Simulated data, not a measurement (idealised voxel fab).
Herein follows the process module entitled voxel wiring stack.
Section cut is 205 nm wide and gridded with 5 nm square cells.
Throughout this document, each cross-section is represented as a grid of square cells and is presented as a sequence of bands enumerated from the top downward, where a band comprises one or more rows of cells. The band entry comprises the height of the band's top followed by the height of its bottom, expressed in nm, and subsequently the band's materials from left to right, each stated together with its width in nm. Where a single material is marked with the word "full width", that material fills the band from edge to edge. The word "air" represents empty space. For the purposes of this specification, 0 denotes the height below which the wafer in its as-received condition is composed wholly of one material, and the lowermost band, lacking a lower limit, extends downward without end, as expressed in "0 and below". Width spec "30 to 40" -> top row of cells at first value, bottom row at second value, equal per-row change in between. "nothing altered" -> step changed no cross-section cell. Heads up: "closed voids" only lists the empty pockets with no open path to the top that are 8 cells or more, and it writes them as width x height at distance, distance from the left edge, in nm. Where a step's line continues beyond its settings, the continuation is a remark by the simulator itself on that step. Steps that use a mask can have "overlay nm" on their line. It says how far the mask sat to the right of where it was meant to be. Negative means to the left.
[The planned process steps are enumerated hereunder]
1. RECEIVE: material Si
2. CONFORMAL_DEP: material SiO2, thk nm 15
3. DIRECTIONAL_DEP: material TiN, thk nm 5
4. DIRECTIONAL_DEP: material W, thk nm 25
5. PATTERN: tone cover, mask id METAL_1, material resist, width nm 30, pitch nm 55, thk nm 15, overlay nm 0
6. DIRECTIONAL_ETCH: etch materials W, depth nm 25
7. DIRECTIONAL_ETCH: etch materials TiN, depth nm 5
8. STRIP: etch materials resist
9. FILL_DEP: material lowk, thk nm 5
10. CMP: height nm 45
11. CONFORMAL_DEP: material SiCN, thk nm 5
12. DIRECTIONAL_DEP: material SiO2, thk nm 20
13. DIRECTIONAL_DEP: material aC, thk nm 10
14. PATTERN: tone open, mask id PLUG_1, material resist, width nm 15, pitch nm 110, thk nm 30, overlay nm 0
15. DIRECTIONAL_ETCH: etch materials aC, depth nm 10
16. STRIP: etch materials resist
17. DIRECTIONAL_ETCH: etch materials SiO2, depth nm 20
18. DIRECTIONAL_ETCH: etch materials SiCN, depth nm 5
19. STRIP: etch materials aC
20. CONFORMAL_DEP: material TiN, thk nm 5
21. FILL_DEP: material W, thk nm 5
22. CMP: height nm 70
23. DIRECTIONAL_DEP: material TiN, thk nm 5
24. DIRECTIONAL_DEP: material W, thk nm 15
25. PATTERN: tone cover, mask id METAL_2, material resist, width nm 30, pitch nm 55, thk nm 20, overlay nm 0
26. DIRECTIONAL_ETCH: etch materials W, depth nm 15
27. DIRECTIONAL_ETCH: etch materials TiN, depth nm 5
28. STRIP: etch materials resist
29. FILL_DEP: material SiO2, thk nm 10
30. CMP: height nm 90
31. CONFORMAL_DEP: material SiCN, thk nm 5
32. DIRECTIONAL_DEP: material lowk, thk nm 30
33. PATTERN: tone open, mask id METAL_3_HOLES, material resist, width nm 15, pitch nm 55, thk nm 20, overlay nm 0
34. DIRECTIONAL_ETCH: etch materials lowk, depth nm 30
35. STRIP: etch materials resist
36. MASKED_ETCH: tone open, mask id METAL_3, width nm 30, pitch nm 55, etch materials lowk, depth nm 15, overlay nm 0
37. MASKED_ETCH: tone open, mask id METAL_3, width nm 30, pitch nm 55, etch materials SiCN, depth nm 5, overlay nm 0
38. CONFORMAL_DEP: material TiN, thk nm 5
39. FILL_DEP: material Ru, thk nm 10
40. CMP: height nm 125
41. CONFORMAL_DEP: material SiN, thk nm 5
[So this is the incoming wafer in cross-section - it's already been through step 1]
    0 and below  Si full width
    closed voids: none
[a wafer at the end: this start, this plan, one mistake]
    130 down to 125  SiN full width
    125 down to 95  lowk=30 | TiN=5 | Ru=20 | TiN=5 | lowk=25 | TiN=5 | Ru=20 | TiN=5 | lowk=25 | TiN=5 | Ru=20 | TiN=5 | lowk=35
    95 down to 90  SiCN=30 | TiN=30 | SiCN=25 | TiN=30 | SiCN=25 | TiN=30 | SiCN=35
    90 down to 75  SiO2=30 | W=30 | SiO2=25 | W=30 | SiO2=25 | W=30 | SiO2=35
    75 down to 70  SiO2=30 | TiN=30 | SiO2=25 | TiN=30 | SiO2=25 | TiN=30 | SiO2=35
    70 down to 50  SiO2=30 | TiN=5 | W=5 | TiN=5 | SiO2=95 | TiN=5 | W=5 | TiN=5 | SiO2=50
    50 down to 45  SiCN=30 | TiN=15 | SiCN=95 | TiN=15 | SiCN=50
    45 down to 20  lowk=30 | W=30 | lowk=25 | W=30 | lowk=25 | W=30 | lowk=35
    20 down to 15  lowk=30 | TiN=30 | lowk=25 | TiN=30 | lowk=25 | TiN=30 | lowk=35
    15 down to 0  SiO2 full width
    0 and below  Si full width
    closed voids: none
The plan and the run diverged here: step 36 from the plan got run twice
